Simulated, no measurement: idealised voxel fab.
process module | voxel lift off
cross-section cut | 250 nm wide | cells 5 nm
A cross-section is a grid of square cells, given in bands from the top down. A band is one or more rows of cells.
Each band's line starts with the height of the band's top and of its bottom, in nm. Then come its materials from left to right, each with its width in nm. One material with "throughout" fills the band from edge to edge. "air" is empty space.
Height 0 is the level under which the wafer as received is all one material. The lowest band goes on downwards, as in "0 down".
A width such as "30 to 40" changes by the same amount from each row of cells to the next, from the band's top row to its bottom row.
"no change" after a step means that no cell of the cross-section changed.
closed voids: empty space of 8 cells or more with no open way to the top, each as width x height at its distance from the left edge, in nm
after a step's settings: what the simulator itself notes on the step
overlay nm, on a step with a mask: how far to the right of its planned place the mask lay; to the left if negative
plan
1 op RECEIVE | material Si
2 op CONFORMAL_DEP | material SiN | thk nm 15
3 op PATTERN | tone open | mask id LINES | material resist | width nm 30 | pitch nm 50 | thk nm 25 | overlay nm 0
4 op DIRECTIONAL_DEP | material Ru | thk nm 15
5 op STRIP | etch materials resist
6 op CONFORMAL_DEP | material SiCN | thk nm 10
first wafer, as planned
as received, after step 1
  0 down: Si throughout
  closed voids: none
after step 2
  15 to 0: SiN throughout
  below 0: unchanged
after step 3
  40 to 15: resist 35 | air 30 | resist 20 | air 30 | resist 20 | air 30 | resist 20 | air 30 | resist 35
  below 15: unchanged
after step 4
  55 to 40: Ru 35 | air 30 | Ru 20 | air 30 | Ru 20 | air 30 | Ru 20 | air 30 | Ru 35
  40 to 30: resist 35 | air 30 | resist 20 | air 30 | resist 20 | air 30 | resist 20 | air 30 | resist 35
  30 to 15: resist 35 | Ru 30 | resist 20 | Ru 30 | resist 20 | Ru 30 | resist 20 | Ru 30 | resist 35
  below 15: unchanged
after step 5
  30 to 15: air 35 | Ru 30 | air 20 | Ru 30 | air 20 | Ru 30 | air 20 | Ru 30 | air 35
  below 15: unchanged
after step 6
  40 to 30: air 25 | SiCN 200 | air 25
  30 to 25: air 25 | SiCN 10 | Ru 30 | SiCN 20 | Ru 30 | SiCN 20 | Ru 30 | SiCN 20 | Ru 30 | SiCN 10 | air 25
  25 to 15: SiCN 35 | Ru 30 | SiCN 20 | Ru 30 | SiCN 20 | Ru 30 | SiCN 20 | Ru 30 | SiCN 35
  below 15: unchanged
second wafer: like start, like plan, one mistake. Through step 5 it matches the first wafer
when step 6 should have ended
  40 to 30: air 25 | SiN 200 | air 25
  30 to 25: air 25 | SiN 10 | Ru 30 | SiN 20 | Ru 30 | SiN 20 | Ru 30 | SiN 20 | Ru 30 | SiN 10 | air 25
  25 to 15: SiN 35 | Ru 30 | SiN 20 | Ru 30 | SiN 20 | Ru 30 | SiN 20 | Ru 30 | SiN 35
  below 15: unchanged
what went wrong: step 6 ran as: op CONFORMAL_DEP | material SiN | thk nm 10
at the end the second wafer has, in cells: 148 fewer of SiCN | 148 more of SiN
